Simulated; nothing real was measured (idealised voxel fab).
Name of the process module below: voxel gate over fins
The cross-section on display is named cut; it measures 260 nm wide, and its cells are 5 nm squares.
Each cross-section below is a grid of square cells, stated as bands in top-down order, with one or more rows of cells making up each band.
In this notation a band is specified by the heights of its top and bottom, in that order and in nm, after which its materials appear from left to right, each paired with its width in nm. The word "full width" attached to a single material means that material fills the band from edge to edge; the word "blank" stands for empty space.
Counting heights begins at 0, where everything beneath is, in the wafer as received, one material. The lowest band has no bottom; it goes on downwards, as "0 and below" shows.
A width given as "30->40" starts at the first number in the band's top row and ends at the second number in its bottom row, shifting by an equal amount at every step from row to row.
"stayed the same" (step): cross-section cells unchanged, all of them.
Look at "Closed cavity list" for the closed voids: empty spaces with no open path to the top, sized 8 cells or up. Each is width x height at distance, distance from the left edge, all nm.
The remark found on a step's line after its settings is issued by the simulator itself and pertains to that step.
"overlay nm" denotes, for a step that has a mask, the displacement of the mask to the right of its planned place, with negative values corresponding to the left.

-- Steps in the process plan
| 1 | RECEIVE | material Si |
| 2 | CONFORMAL_DEP | material SiN | thk nm 5 |
| 3 | MASKED_ETCH | tone cover | mask id FINS | width nm 15 | pitch nm 35 | etch materials SiN | depth nm 5 | overlay nm 0 |
| 4 | MASKED_ETCH | tone cover | mask id FINS | width nm 15 | pitch nm 35 | etch materials Si | depth nm 35 | overlay nm 0 |
| 5 | OXIDIZE | depth nm 5 |
| 6 | FILL_DEP | material SiO2 | thk nm 15 |
| 7 | CMP | height nm 5 |
| 8 | SELECTIVE_ETCH | etch materials SiO2 | depth nm 20 |
| 9 | STRIP | etch materials SiN |
| 10 | CONFORMAL_DEP | material HfO2 | thk nm 5 |
| 11 | CONFORMAL_DEP | material TiN | thk nm 5 |
| 12 | CONFORMAL_DEP | material TiAl | thk nm 5 |
| 13 | CONFORMAL_DEP | material TiN | thk nm 5 |
| 14 | FILL_DEP | material W | thk nm 15 |
| 15 | CMP | height nm 30 |
| 16 | CONFORMAL_DEP | material SiN | thk nm 10 |

-- First of two wafers, with the run carried out as planned

-- Cross-section of the wafer as it came to us, i.e., already through step 1
  0 and below: Si full width
  Closed cavity list: none

-- after step 2
  5 down to 0: SiN full width
  Beneath the level 0, the cross-section is identical to its previous state.

-- after step 3
  5 down to 0: blank 105 / SiN 15 / blank 20 / SiN 15 / blank 105
  Beneath the level 0, the cross-section is identical to its previous state.

-- after step 4
  5 down to 0: blank 105 / SiN 15 / blank 20 / SiN 15 / blank 105
  0 down to -35: blank 105 / Si 15 / blank 20 / Si 15 / blank 105
  Beneath the level -35, the cross-section is identical to its previous state.

-- after step 5
  5 down to 0: blank 105 / SiN 15 / blank 20 / SiN 15 / blank 105
  0 down to -35: blank 105 / SiO2 5 / Si 5 / SiO2 5 / blank 20 / SiO2 5 / Si 5 / SiO2 5 / blank 105
  -35 down to -40: SiO2 110 / Si 5 / SiO2 30 / Si 5 / SiO2 110
  Beneath the level -40, the cross-section is identical to its previous state.

-- after step 6
  20 down to 5: SiO2 full width
  5 down to 0: SiO2 105 / SiN 15 / SiO2 20 / SiN 15 / SiO2 105
  0 down to -40: SiO2 110 / Si 5 / SiO2 30 / Si 5 / SiO2 110
  Beneath the level -40, the cross-section is identical to its previous state.

-- after step 7
  5 down to 0: SiO2 105 / SiN 15 / SiO2 20 / SiN 15 / SiO2 105
  Beneath the level 0, the cross-section is identical to its previous state.

-- after step 8
  5 down to 0: blank 105 / SiN 15 / blank 20 / SiN 15 / blank 105
  0 down to -15: blank 110 / Si 5 / blank 30 / Si 5 / blank 110
  Beneath the level -15, the cross-section is identical to its previous state.

-- after step 9
  0 down to -15: blank 110 / Si 5 / blank 30 / Si 5 / blank 110
  Beneath the level -15, the cross-section is identical to its previous state.

-- after step 10
  5 down to 0: blank 105 / HfO2 15 / blank 20 / HfO2 15 / blank 105
  0 down to -10: blank 105 / HfO2 5 / Si 5 / HfO2 5 / blank 20 / HfO2 5 / Si 5 / HfO2 5 / blank 105
  -10 down to -15: HfO2 110 / Si 5 / HfO2 30 / Si 5 / HfO2 110
  Beneath the level -15, the cross-section is identical to its previous state.

-- after step 11
  10 down to 5: blank 100 / TiN 25 / blank 10 / TiN 25 / blank 100
  5 down to 0: blank 100 / TiN 5 / HfO2 15 / TiN 5 / blank 10 / TiN 5 / HfO2 15 / TiN 5 / blank 100
  0 down to -5: blank 100 / TiN 5 / HfO2 5 / Si 5 / HfO2 5 / TiN 5 / blank 10 / TiN 5 / HfO2 5 / Si 5 / HfO2 5 / TiN 5 / blank 100
  -5 down to -10: TiN 105 / HfO2 5 / Si 5 / HfO2 5 / TiN 20 / HfO2 5 / Si 5 / HfO2 5 / TiN 105
  Beneath the level -10, the cross-section is identical to its previous state.

-- after step 12
  15 down to 10: blank 95 / TiAl 70 / blank 95
  10 down to 5: blank 95 / TiAl 5 / TiN 25 / TiAl 10 / TiN 25 / TiAl 5 / blank 95
  5 down to 0: blank 95 / TiAl 5 / TiN 5 / HfO2 15 / TiN 5 / TiAl 10 / TiN 5 / HfO2 15 / TiN 5 / TiAl 5 / blank 95
  0 down to -5: TiAl 100 / TiN 5 / HfO2 5 / Si 5 / HfO2 5 / TiN 5 / TiAl 10 / TiN 5 / HfO2 5 / Si 5 / HfO2 5 / TiN 5 / TiAl 100
  Beneath the level -5, the cross-section is identical to its previous state.

-- after step 13
  20 down to 15: blank 90 / TiN 80 / blank 90
  15 down to 10: blank 90 / TiN 5 / TiAl 70 / TiN 5 / blank 90
  10 down to 5: blank 90 / TiN 5 / TiAl 5 / TiN 25 / TiAl 10 / TiN 25 / TiAl 5 / TiN 5 / blank 90
  5 down to 0: TiN 95 / TiAl 5 / TiN 5 / HfO2 15 / TiN 5 / TiAl 10 / TiN 5 / HfO2 15 / TiN 5 / TiAl 5 / TiN 95
  Beneath the level 0, the cross-section is identical to its previous state.

-- after step 14
  35 down to 20: W full width
  20 down to 15: W 90 / TiN 80 / W 90
  15 down to 10: W 90 / TiN 5 / TiAl 70 / TiN 5 / W 90
  10 down to 5: W 90 / TiN 5 / TiAl 5 / TiN 25 / TiAl 10 / TiN 25 / TiAl 5 / TiN 5 / W 90
  Beneath the level 5, the cross-section is identical to its previous state.

-- after step 15
  30 down to 20: W full width
  Beneath the level 20, the cross-section is identical to its previous state.

-- after step 16
  40 down to 30: SiN full width
  Beneath the level 30, the cross-section is identical to its previous state.

-- Second wafer, same starting state and plan as the first, one mistake in the run, identical through step 15

-- Second wafer: cross-section at the scheduled end of step 16
  35 down to 30: SiN full width
  Beneath the level 30, the cross-section is identical to its previous state.
Want to know what went wrong? step 16 did not happen as planned, as run it was CONFORMAL_DEP | material SiN | thk nm 5
Final wafer comparison in cells, second versus first, more or fewer per material: SiN: 52 fewer
